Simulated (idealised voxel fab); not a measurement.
process module | voxel lift off
cross-section cut | 215 nm wide | cells 5 nm
A cross-section is a grid of square cells, given in bands from the top down. A band is one or more rows of cells.
Each band's line starts with the height of the band's top and of its bottom, in nm. Then come its materials from left to right, each with its width in nm. One material with "throughout" fills the band from edge to edge. "air" is empty space.
Height 0 is the level under which the wafer as received is all one material. The lowest band goes on downwards, as in "0 down".
A width such as "30 to 40" changes by the same amount from each row of cells to the next, from the band's top row to its bottom row.
"no change" after a step means that no cell of the cross-section changed.
closed voids: empty space of 8 cells or more with no open way to the top, each as width x height at its distance from the left edge, in nm
after a step's settings: what the simulator itself notes on the step
overlay nm, on a step with a mask: how far to the right of its planned place the mask lay; to the left if negative
plan
1 op RECEIVE | material Si
2 op CONFORMAL_DEP | material Al2O3 | thk nm 5
3 op PATTERN | tone open | mask id LINES | material resist | width nm 25 | pitch nm 40 | thk nm 20 | overlay nm 0
4 op DIRECTIONAL_DEP | material Ru | thk nm 10
5 op STRIP | etch materials resist
6 op CONFORMAL_DEP | material SiCN | thk nm 5
as received, after step 1
  0 down: Si throughout
  closed voids: none
a wafer at the end: this start, this plan, one mistake
  20 to 15: air 30 | SiCN 35 | air 5 | SiCN 35 | air 5 | SiCN 35 | air 5 | SiCN 35 | air 30
  15 to 10: air 30 | SiCN 5 | Ru 25 | SiCN 5 | air 5 | SiCN 5 | Ru 25 | SiCN 5 | air 5 | SiCN 5 | Ru 25 | SiCN 5 | air 5 | SiCN 5 | Ru 25 | SiCN 5 | air 30
  10 to 5: SiCN 35 | Ru 25 | SiCN 15 | Ru 25 | SiCN 15 | Ru 25 | SiCN 15 | Ru 25 | SiCN 35
  5 to 0: Ru throughout
  0 down: Si throughout
  closed voids: none
what went wrong: step 2 ran as: op CONFORMAL_DEP | material Ru | thk nm 5
